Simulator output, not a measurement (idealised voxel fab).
Process module in this document: voxel spacer lines
Shown is cross-section cut, with a width of 225 nm and square cells of size 5 nm.
For the purposes of this document, a cross-section shall be understood as a grid of square cells, specified as bands listed in top-to-bottom order, each band consisting of one or more rows of cells.
The band entry comprises the height of the band's top followed by the height of its bottom, expressed in nm, and subsequently the band's materials from left to right, each stated together with its width in nm. Where a single material is marked with the word "throughout", that material fills the band from edge to edge. The word "empty" represents empty space.
Height datum 0, below which the as-received substrate wafer is one material. Lowest band open at the bottom, running downward: "from 0 down".
So if you see something like "30->40" for the width, read it as the top row of the band sitting at the first number and the bottom row at the second, with every row in between moving by the same amount as the last.
Take "left unchanged" at face value: in the step it is given for, the cross-section changed in none of its cells.
"closed voids" - sealed voids, min. 8 cells, no opening to top; format: width x height at distance (distance from left edge; nm throughout).
Post-settings text on a step line: simulator's own remark regarding the step.
overlay nm: how far to the right of its planned place the mask lay on this masked step (negative: to the left).
So the way this works: pairs, before and after one process step. The after picture only goes down to the lowest band that actually changed, nothing below. Step and its settings are under each pair. And watch out, pairs might come from different runs of this module, same starting wafer though, so a pair only follows on from the one above if its "Prior to step" entry tells you so.

-- Prior to step
	from 45 to 20  empty (20); SiO2 (10); aC (25); SiO2 (10); empty (25); SiO2 (10); aC (25); SiO2 (10); empty (25); SiO2 (10); aC (25); SiO2 (10); empty (20)
	from 20 to 10  TiN throughout
	from 10 to 0  lowk throughout
	from 0 down  Si throughout
	closed voids: none

-- Step Result
	from 45 to 20  empty (20); SiO2 (10); empty (25); SiO2 (10); empty (25); SiO2 (10); empty (25); SiO2 (10); empty (25); SiO2 (10); empty (25); SiO2 (10); empty (20)
	Below 20, the layers are the same as they were.
	closed voids: none
For reference, the processing step occurring between the two cross-sections presented above is as follows: op STRIP | etch materials aC

Prior to step: For the state before this step, see the after cross-section of the pair located directly above.

-- Step Result
	from 45 to 20  empty (20); SiO2 (10); empty (25); SiO2 (10); empty (25); SiO2 (10); empty (25); SiO2 (10); empty (25); SiO2 (10); empty (25); SiO2 (10); empty (20)
	from 20 to 10  empty (20); TiN (10); empty (25); TiN (10); empty (25); TiN (10); empty (25); TiN (10); empty (25); TiN (10); empty (25); TiN (10); empty (20)
	Below 10, the layers are the same as they were.
	closed voids: none
For reference, the processing step occurring between the two cross-sections presented above is as follows: op DIRECTIONAL_ETCH | etch materials TiN | depth nm 10

Prior to step: For the state before this step, see the after cross-section of the pair located directly above.

-- Step Result
	from 20 to 10  empty (20); TiN (10); empty (25); TiN (10); empty (25); TiN (10); empty (25); TiN (10); empty (25); TiN (10); empty (25); TiN (10); empty (20)
	Below 10, the layers are the same as they were.
	closed voids: none
For reference, the processing step occurring between the two cross-sections presented above is as follows: op STRIP | etch materials SiO2

Prior to step: For the state before this step, see the after cross-section of the pair located directly above.

-- Step Result
	from 30 to 20  lowk throughout
	from 20 to 10  lowk (20); TiN (10); lowk (25); TiN (10); lowk (25); TiN (10); lowk (25); TiN (10); lowk (25); TiN (10); lowk (25); TiN (10); lowk (20)
	Below 10, the layers are the same as they were.
	closed voids: none
For reference, the processing step occurring between the two cross-sections presented above is as follows: op FILL_DEP | material lowk | thk nm 10

Prior to step: For the state before this step, see the after cross-section of the pair located directly above.

-- Step Result
	from 20 to 10  lowk (20); TiN (10); lowk (25); TiN (10); lowk (25); TiN (10); lowk (25); TiN (10); lowk (25); TiN (10); lowk (25); TiN (10); lowk (20)
	Below 10, the layers are the same as they were.
	closed voids: none
For reference, the processing step occurring between the two cross-sections presented above is as follows: op CMP | height nm 20

-- Prior to step
	from 45 to 20  aC throughout
	from 20 to 10  TiN throughout
	from 10 to 0  Al2O3 throughout
	from 0 down  Si throughout
	closed voids: none

-- Step Result
	from 80 to 45  resist (30); empty (25); resist (45); empty (25); resist (45); empty (25); resist (30)
	Below 45, the layers are the same as they were.
	closed voids: none
For reference, the processing step occurring between the two cross-sections presented above is as follows: op PATTERN | tone open | mask id MANDREL | material resist | width nm 25 | pitch nm 70 | thk nm 35 | overlay nm 0

Prior to step: For the state before this step, see the after cross-section of the pair located directly above.

-- Step Result
	from 55 to 45  resist (30); empty (25); resist (45); empty (25); resist (45); empty (25); resist (30)
	from 45 to 20  aC (30); empty (25); aC (45); empty (25); aC (45); empty (25); aC (30)
	Below 20, the layers are the same as they were.
	closed voids: none
For reference, the processing step occurring between the two cross-sections presented above is as follows: op DIRECTIONAL_ETCH | etch materials aC | depth nm 25

Prior to step: For the state before this step, see the after cross-section of the pair located directly above.

-- Step Result
	from 45 to 20  aC (30); empty (25); aC (45); empty (25); aC (45); empty (25); aC (30)
	Below 20, the layers are the same as they were.
	closed voids: none
For reference, the processing step occurring between the two cross-sections presented above is as follows: op STRIP | etch materials resist

Prior to step: For the state before this step, see the after cross-section of the pair located directly above.

-- Step Result
	from 55 to 45  SiO2 (40); empty (5); SiO2 (65); empty (5); SiO2 (65); empty (5); SiO2 (40)
	from 45 to 30  aC (30); SiO2 (10); empty (5); SiO2 (10); aC (45); SiO2 (10); empty (5); SiO2 (10); aC (45); SiO2 (10); empty (5); SiO2 (10); aC (30)
	from 30 to 20  aC (30); SiO2 (25); aC (45); SiO2 (25); aC (45); SiO2 (25); aC (30)
	Below 20, the layers are the same as they were.
	closed voids: none
For reference, the processing step occurring between the two cross-sections presented above is as follows: op CONFORMAL_DEP | material SiO2 | thk nm 10

Prior to step: For the state before this step, see the after cross-section of the pair located directly above.

-- Step Result
	from 45 to 20  aC (30); SiO2 (10); empty (5); SiO2 (10); aC (45); SiO2 (10); empty (5); SiO2 (10); aC (45); SiO2 (10); empty (5); SiO2 (10); aC (30)
	Below 20, the layers are the same as they were.
	closed voids: none
For reference, the processing step occurring between the two cross-sections presented above is as follows: op DIRECTIONAL_ETCH | etch materials SiO2 | depth nm 10

Prior to step: For the state before this step, see the after cross-section of the pair located directly above.

-- Step Result
	from 45 to 20  empty (30); SiO2 (10); empty (5); SiO2 (10); empty (45); SiO2 (10); empty (5); SiO2 (10); empty (45); SiO2 (10); empty (5); SiO2 (10); empty (30)
	Below 20, the layers are the same as they were.
	closed voids: none
For reference, the processing step occurring between the two cross-sections presented above is as follows: op STRIP | etch materials aC

Prior to step: For the state before this step, see the after cross-section of the pair located directly above.

-- Step Result
	from 45 to 20  empty (30); SiO2 (10); empty (5); SiO2 (10); empty (45); SiO2 (10); empty (5); SiO2 (10); empty (45); SiO2 (10); empty (5); SiO2 (10); empty (30)
	from 20 to 10  empty (30); TiN (10); empty (5); TiN (10); empty (45); TiN (10); empty (5); TiN (10); empty (45); TiN (10); empty (5); TiN (10); empty (30)
	Below 10, the layers are the same as they were.
	closed voids: none
For reference, the processing step occurring between the two cross-sections presented above is as follows: op DIRECTIONAL_ETCH | etch materials TiN | depth nm 10

Prior to step: For the state before this step, see the after cross-section of the pair located directly above.

-- Step Result
	from 20 to 10  empty (30); TiN (10); empty (5); TiN (10); empty (45); TiN (10); empty (5); TiN (10); empty (45); TiN (10); empty (5); TiN (10); empty (30)
	Below 10, the layers are the same as they were.
	closed voids: none
For reference, the processing step occurring between the two cross-sections presented above is as follows: op STRIP | etch materials SiO2

Prior to step: For the state before this step, see the after cross-section of the pair located directly above.

-- Step Result
	from 30 to 20  lowk throughout
	from 20 to 10  lowk (30); TiN (10); lowk (5); TiN (10); lowk (45); TiN (10); lowk (5); TiN (10); lowk (45); TiN (10); lowk (5); TiN (10); lowk (30)
	Below 10, the layers are the same as they were.
	closed voids: none
For reference, the processing step occurring between the two cross-sections presented above is as follows: op FILL_DEP | material lowk | thk nm 10

Prior to step: For the state before this step, see the after cross-section of the pair located directly above.

-- Step Result
	from 20 to 10  lowk (30); TiN (10); lowk (5); TiN (10); lowk (45); TiN (10); lowk (5); TiN (10); lowk (45); TiN (10); lowk (5); TiN (10); lowk (30)
	Below 10, the layers are the same as they were.
	closed voids: none
For reference, the processing step occurring between the two cross-sections presented above is as follows: op CMP | height nm 20
